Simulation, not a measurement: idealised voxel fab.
Herein follows the process module entitled voxel wiring stack.
For reference, the cross-section in this document is cut, with width 235 nm and square cells of 5 nm.
Reading order for cross-sections: top band down to bottom band. Underlying form: a grid of square cells. Band size: one or more rows of cells.
Within each band entry, the heights of the top and of the bottom of the band appear first, in that order and in nm; the materials of the band then follow from left to right, each with its corresponding width in nm. The designation "everywhere" on a single material indicates that it fills the band from edge to edge; the designation "blank" indicates empty space.
Ref level 0: as-received wafer is one material below here. Bottom band extends down with no lower bound ("0 -> down").
Top row gets the first number, bottom row gets the second, and each row in between changes by the same step: that is how a band width like "30->40" works.
Basically "all unchanged" means that step didn't change any cell in the cross-section.
For the entry "Enclosed void listing", the listed items are empty spaces with no open way to the top whose size is 8 cells or more; each item follows the pattern width x height at distance, where distance is from the left edge and all three are in nm.
Step line, after settings: the simulator's comment on this step.
Regarding "overlay nm": on a step with a mask, it is the distance the mask lay to the right of its planned place; a negative value places it to the left.

The planned process steps are enumerated hereunder:
1. RECEIVE,material Si
2. CONFORMAL_DEP,material SiO2,thk nm 10
3. DIRECTIONAL_DEP,material TiN,thk nm 5
4. DIRECTIONAL_DEP,material Ru,thk nm 15
5. DIRECTIONAL_DEP,material aC,thk nm 15
6. PATTERN,tone cover,mask id METAL_1,material resist,width nm 20,pitch nm 50,thk nm 30,overlay nm 0
7. DIRECTIONAL_ETCH,etch materials aC,depth nm 15
8. STRIP,etch materials resist
9. DIRECTIONAL_ETCH,etch materials Ru,depth nm 15
10. DIRECTIONAL_ETCH,etch materials TiN,depth nm 5
11. STRIP,etch materials aC
12. CONFORMAL_DEP,material SiCN,thk nm 5
13. FILL_DEP,material SiO2,thk nm 5
14. CMP,height nm 30
15. CONFORMAL_DEP,material SiCN,thk nm 5
16. DIRECTIONAL_DEP,material SiO2,thk nm 15
17. DIRECTIONAL_DEP,material aC,thk nm 10
18. PATTERN,tone open,mask id PLUG_1,material resist,width nm 15,pitch nm 50,thk nm 25,overlay nm 0
19. DIRECTIONAL_ETCH,etch materials aC,depth nm 10
20. STRIP,etch materials resist
21. DIRECTIONAL_ETCH,etch materials SiO2,depth nm 15
22. DIRECTIONAL_ETCH,etch materials SiCN,depth nm 5
23. STRIP,etch materials aC
24. CONFORMAL_DEP,material TiN,thk nm 5
25. FILL_DEP,material Ru,thk nm 5
26. CMP,height nm 50
27. CONFORMAL_DEP,material SiN,thk nm 5
28. DIRECTIONAL_DEP,material lowk,thk nm 25
29. MASKED_ETCH,tone open,mask id METAL_2,width nm 20,pitch nm 50,etch materials lowk,depth nm 25,overlay nm 0
30. MASKED_ETCH,tone open,mask id METAL_2,width nm 20,pitch nm 50,etch materials SiN,depth nm 5,overlay nm 0
31. CONFORMAL_DEP,material TiN,thk nm 5
32. FILL_DEP,material W,thk nm 5
33. CMP,height nm 80
34. CONFORMAL_DEP,material SiCN,thk nm 5
35. DIRECTIONAL_DEP,material SiO2,thk nm 30
36. DIRECTIONAL_DEP,material aC,thk nm 10
37. PATTERN,tone open,mask id METAL_3_HOLES,material resist,width nm 15,thk nm 30,overlay nm 0
38. DIRECTIONAL_ETCH,etch materials aC,depth nm 10
39. STRIP,etch materials resist
40. DIRECTIONAL_ETCH,etch materials SiO2,depth nm 30
41. STRIP,etch materials aC
42. MASKED_ETCH,tone open,mask id METAL_3,width nm 20,pitch nm 50,etch materials SiO2,depth nm 15,overlay nm -15
43. MASKED_ETCH,tone open,mask id METAL_3,width nm 20,pitch nm 50,etch materials SiCN,depth nm 5,overlay nm 0
44. CONFORMAL_DEP,material TiN,thk nm 5
45. FILL_DEP,material Ru,thk nm 5
46. CMP,height nm 115
47. CONFORMAL_DEP,material SiN,thk nm 5
Quick note for whoever runs this: the wafers start identical, but the overlay nm at step 42 isn't the same across them. The plan just shows what the first wafer had.

Step 1 complete: as-received cross-section of the first of several wafers:
0 -> down = Si everywhere
Enclosed void listing: none

Table: wafers, a row each; end-of-module cell change per material since receipt, gain (+), loss (-); then closed voids:
overlay nm -15; +46 Ru; +136 SiCN; +86 SiN; +565 SiO2; +80 TiN; +20 W; +195 lowk; Enclosed void listing: none
overlay nm -10; +44 Ru; +136 SiCN; +86 SiN; +568 SiO2; +79 TiN; +20 W; +195 lowk; Enclosed void listing: none
overlay nm -5; +42 Ru; +136 SiCN; +86 SiN; +571 SiO2; +78 TiN; +20 W; +195 lowk; Enclosed void listing: none
overlay nm 0; +42 Ru; +136 SiCN; +86 SiN; +571 SiO2; +78 TiN; +20 W; +195 lowk; Enclosed void listing: none
overlay nm 5; +44 Ru; +136 SiCN; +86 SiN; +568 SiO2; +79 TiN; +20 W; +195 lowk; Enclosed void listing: none
overlay nm 10; +46 Ru; +136 SiCN; +86 SiN; +565 SiO2; +80 TiN; +20 W; +195 lowk; Enclosed void listing: none
overlay nm 15; +48 Ru; +136 SiCN; +86 SiN; +562 SiO2; +81 TiN; +20 W; +195 lowk; Enclosed void listing: none
